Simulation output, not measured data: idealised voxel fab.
process module | voxel transistor to metal
cross-section cut | 165 nm wide | cells 5 nm
A cross-section is a grid of square cells, given in bands from the top down. A band is one or more rows of cells.
Each band's line starts with the height of the band's top and of its bottom, in nm. Then come its materials from left to right, each with its width in nm. One material with "throughout" fills the band from edge to edge. "air" is empty space.
Height 0 is the level under which the wafer as received is all one material. The lowest band goes on downwards, as in "0 down".
A width such as "30 to 40" changes by the same amount from each row of cells to the next, from the band's top row to its bottom row.
"no change" after a step means that no cell of the cross-section changed.
closed voids: empty space of 8 cells or more with no open way to the top, each as width x height at its distance from the left edge, in nm
after a step's settings: what the simulator itself notes on the step
overlay nm, on a step with a mask: how far to the right of its planned place the mask lay; to the left if negative
plan
1 op RECEIVE | material Si
2 op CONFORMAL_DEP | material SiO2 | thk nm 5
3 op CONFORMAL_DEP | material SiN | thk nm 10
4 op MASKED_ETCH | tone cover | mask id ACTIVE | width nm 105 | etch materials SiN | depth nm 10 | overlay nm 0
5 op MASKED_ETCH | tone cover | mask id ACTIVE | width nm 105 | etch materials SiO2 | depth nm 5 | overlay nm 0
6 op MASKED_ETCH | tone cover | mask id ACTIVE | width nm 105 | etch materials Si | depth nm 30 | overlay nm 0
7 op FILL_DEP | material SiO2 | thk nm 5
8 op CMP | height nm 15
9 op SELECTIVE_ETCH | etch materials SiO2 | depth nm 10
10 op STRIP | etch materials SiN
11 op SELECTIVE_ETCH | etch materials SiO2 | depth nm 5
12 op OXIDIZE | depth nm 5
13 op DIRECTIONAL_DEP | material polySi | thk nm 25
14 op DIRECTIONAL_DEP | material SiCN | thk nm 15
15 op PATTERN | tone cover | mask id GATE | material resist | width nm 15 | thk nm 20 | overlay nm 0
16 op DIRECTIONAL_ETCH | etch materials SiCN | depth nm 25
17 op DIRECTIONAL_ETCH | etch materials polySi | depth nm 35
18 op STRIP | etch materials resist
19 op CONFORMAL_DEP | material SiO2 | thk nm 5
20 op DIRECTIONAL_ETCH | etch materials SiO2 | depth nm 5
21 op CONFORMAL_DEP | material SiN | thk nm 5
22 op DIRECTIONAL_ETCH | etch materials SiN | depth nm 5
23 op DIRECTIONAL_ETCH | etch materials SiO2 | depth nm 5
24 op DIRECTIONAL_ETCH | etch materials Si | depth nm 10
25 op EPI | material pSi | thk nm 15
26 op FILL_DEP | material SiO2 | thk nm 5
27 op CMP | height nm 40
28 op DIRECTIONAL_DEP | material SiO2 | thk nm 10
29 op DIRECTIONAL_DEP | material aC | thk nm 10
30 op PATTERN | tone open | mask id CONTACT | material resist | width nm 30 | pitch nm 55 | thk nm 25 | overlay nm 0
31 op DIRECTIONAL_ETCH | etch materials aC | depth nm 10
32 op STRIP | etch materials resist
33 op DIRECTIONAL_ETCH | etch materials SiO2 | depth nm 50
34 op STRIP | etch materials aC
35 op CONFORMAL_DEP | material TiN | thk nm 5
36 op FILL_DEP | material W | thk nm 10
37 op CMP | height nm 50
38 op DIRECTIONAL_DEP | material TiN | thk nm 5
39 op DIRECTIONAL_DEP | material W | thk nm 20
40 op MASKED_ETCH | tone cover | mask id METAL_1 | width nm 15 | pitch nm 70 | etch materials W | depth nm 20 | overlay nm 0
41 op MASKED_ETCH | tone cover | mask id METAL_1 | width nm 15 | pitch nm 70 | etch materials TiN | depth nm 5 | overlay nm 0
42 op FILL_DEP | material lowk | thk nm 10
43 op CMP | height nm 75
44 op CONFORMAL_DEP | material SiCN | thk nm 5
45 op DIRECTIONAL_DEP | material lowk | thk nm 25
46 op MASKED_ETCH | tone open | mask id METAL_2 | width nm 15 | pitch nm 70 | etch materials lowk | depth nm 15 | overlay nm 0
47 op MASKED_ETCH | tone open | mask id METAL_2_HOLES | width nm 15 | pitch nm 70 | etch materials lowk | depth nm 10 | overlay nm 0
48 op MASKED_ETCH | tone open | mask id METAL_2_HOLES | width nm 15 | pitch nm 70 | etch materials SiCN | depth nm 5 | overlay nm 0
49 op CONFORMAL_DEP | material TiN | thk nm 5
50 op FILL_DEP | material Cu | thk nm 10
51 op CMP | height nm 105
52 op CONFORMAL_DEP | material SiCN | thk nm 5
as received, after step 1
  0 down: Si throughout
  closed voids: none
first wafer at the end, as planned
  110 to 105: SiCN throughout
  105 to 80: lowk 40 | TiN 5 | Cu 5 | TiN 5 | lowk 55 | TiN 5 | Cu 5 | TiN 5 | lowk 40
  80 to 75: SiCN 40 | TiN 15 | SiCN 55 | TiN 15 | SiCN 40
  75 to 55: lowk 40 | W 15 | lowk 55 | W 15 | lowk 40
  55 to 50: lowk 40 | TiN 15 | lowk 55 | TiN 15 | lowk 40
  50 to 40: SiO2 40 | TiN 5 | W 20 to 15 | TiN 5 to 10 | SiO2 25 | TiN 5 to 10 | W 20 to 15 | TiN 5 | SiO2 40
  40 to 25: SiO2 40 | TiN 5 | W 15 | TiN 5 | SiN 5 | SiO2 5 | SiCN 15 | SiO2 5 | SiN 5 | TiN 5 | W 15 | TiN 5 | SiO2 40
  25 to 15: SiO2 40 | TiN 5 | W 15 | TiN 5 | SiN 5 | SiO2 5 | polySi 15 | SiO2 5 | SiN 5 | TiN 5 | W 15 | TiN 5 | SiO2 40
  15 to 10: SiO2 40 | TiN 25 | SiN 5 | SiO2 5 | polySi 15 | SiO2 5 | SiN 5 | TiN 25 | SiO2 40
  10 to 0: SiO2 40 | TiN 10 | pSi 15 | SiN 5 | SiO2 5 | polySi 15 | SiO2 5 | SiN 5 | pSi 15 | TiN 10 | SiO2 40
  0 to -5: SiO2 25 | pSi 40 | SiO2 35 | pSi 40 | SiO2 25
  -5 to -15: SiO2 30 | pSi 35 | Si 35 | pSi 35 | SiO2 30
  -15 to -30: SiO2 30 | Si 105 | SiO2 30
  -30 down: Si throughout
  closed voids: none
second wafer at the end: like start, like plan, one mistake
  110 to 105: SiCN throughout
  105 to 80: lowk throughout
  80 to 75: SiCN throughout
  75 to 55: lowk 40 | W 15 | lowk 55 | W 15 | lowk 40
  55 to 50: lowk 40 | TiN 15 | lowk 55 | TiN 15 | lowk 40
  50 to 40: SiO2 40 | TiN 5 | W 20 to 15 | TiN 5 to 10 | SiO2 25 | TiN 5 to 10 | W 20 to 15 | TiN 5 | SiO2 40
  40 to 25: SiO2 40 | TiN 5 | W 15 | TiN 5 | SiN 5 | SiO2 5 | SiCN 15 | SiO2 5 | SiN 5 | TiN 5 | W 15 | TiN 5 | SiO2 40
  25 to 15: SiO2 40 | TiN 5 | W 15 | TiN 5 | SiN 5 | SiO2 5 | polySi 15 | SiO2 5 | SiN 5 | TiN 5 | W 15 | TiN 5 | SiO2 40
  15 to 10: SiO2 40 | TiN 25 | SiN 5 | SiO2 5 | polySi 15 | SiO2 5 | SiN 5 | TiN 25 | SiO2 40
  10 to 0: SiO2 40 | TiN 10 | pSi 15 | SiN 5 | SiO2 5 | polySi 15 | SiO2 5 | SiN 5 | pSi 15 | TiN 10 | SiO2 40
  0 to -5: SiO2 25 | pSi 40 | SiO2 35 | pSi 40 | SiO2 25
  -5 to -15: SiO2 30 | pSi 35 | Si 35 | pSi 35 | SiO2 30
  -15 to -30: SiO2 30 | Si 105 | SiO2 30
  -30 down: Si throughout
  closed voids: none
what went wrong: step 45 was run twice
at the end the second wafer has, in cells: 10 fewer of Cu | 6 more of SiCN | 26 fewer of TiN | 30 more of lowk
